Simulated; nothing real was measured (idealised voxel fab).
process module | voxel ribs on slabs
cross-section cut | 250 nm wide | cells 5 nm
A cross-section is a grid of square cells, given in bands from the top down. A band is one or more rows of cells.
Each band's line starts with the height of the band's top and of its bottom, in nm. Then come its materials from left to right, each with its width in nm. One material with "throughout" fills the band from edge to edge. "air" is empty space.
Height 0 is the level under which the wafer as received is all one material. The lowest band goes on downwards, as in "0 down".
A width such as "30 to 40" changes by the same amount from each row of cells to the next, from the band's top row to its bottom row.
"no change" after a step means that no cell of the cross-section changed.
closed voids: empty space of 8 cells or more with no open way to the top, each as width x height at its distance from the left edge, in nm
after a step's settings: what the simulator itself notes on the step
overlay nm, on a step with a mask: how far to the right of its planned place the mask lay; to the left if negative
plan
1 op RECEIVE | material Si
2 op DIRECTIONAL_DEP | material SiO2 | thk nm 25
3 op DIRECTIONAL_DEP | material SiN | thk nm 15
4 op MASKED_ETCH | tone cover | mask id RIB | width nm 15 | etch materials SiN | depth nm 20 | overlay nm 0
5 op DIRECTIONAL_DEP | material aC | thk nm 10
6 op PATTERN | tone cover | mask id SLAB | material resist | width nm 55 | thk nm 25 | overlay nm 0
7 op DIRECTIONAL_ETCH | etch materials aC | depth nm 10
8 op STRIP | etch materials resist
9 op DIRECTIONAL_ETCH | etch materials SiN | depth nm 5
10 op STRIP | etch materials aC
11 op FILL_DEP | material SiO2 | thk nm 25
12 op CMP | height nm 65
13 op DIRECTIONAL_DEP | material TiN | thk nm 10
14 op MASKED_ETCH | tone cover | mask id HEATER | width nm 25 | etch materials TiN | depth nm 10 | overlay nm 0
15 op CONFORMAL_DEP | material SiN | thk nm 5
varied across the wafers: thk nm of step 3. The plan shows the first wafer's value. All wafers start alike
first wafer as received, after step 1
  0 down: Si throughout
  closed voids: none
first wafer at the end, after step 15
  80 to 75: air 105 | SiN 35 | air 110
  75 to 70: air 105 | SiN 5 | TiN 25 | SiN 5 | air 110
  70 to 65: SiN 110 | TiN 25 | SiN 115
  65 to 40: SiO2 throughout
  40 to 25: SiO2 115 | SiN 15 | SiO2 120
  25 to 0: SiO2 throughout
  0 down: Si throughout
  closed voids: none
last wafer at the end
  80 to 75: air 105 | SiN 35 | air 110
  75 to 70: air 105 | SiN 5 | TiN 25 | SiN 5 | air 110
  70 to 65: SiN 110 | TiN 25 | SiN 115
  65 to 45: SiO2 115 | SiN 15 | SiO2 120
  45 to 40: SiO2 95 | SiN 55 | SiO2 100
  40 to 25: SiN throughout
  25 to 0: SiO2 throughout
  0 down: Si throughout
  closed voids: none
each wafer at the end: cells of each material gained (+) or lost (-) since it was received, then its closed voids
thk nm 15 | +63 SiN | +641 SiO2 | +10 TiN | closed voids: none
thk nm 20 | +66 SiN | +638 SiO2 | +10 TiN | closed voids: none
thk nm 25 | +77 SiN | +627 SiO2 | +10 TiN | closed voids: none
thk nm 30 | +127 SiN | +577 SiO2 | +10 TiN | closed voids: none
thk nm 35 | +177 SiN | +527 SiO2 | +10 TiN | closed voids: none
thk nm 40 | +227 SiN | +477 SiO2 | +10 TiN | closed voids: none
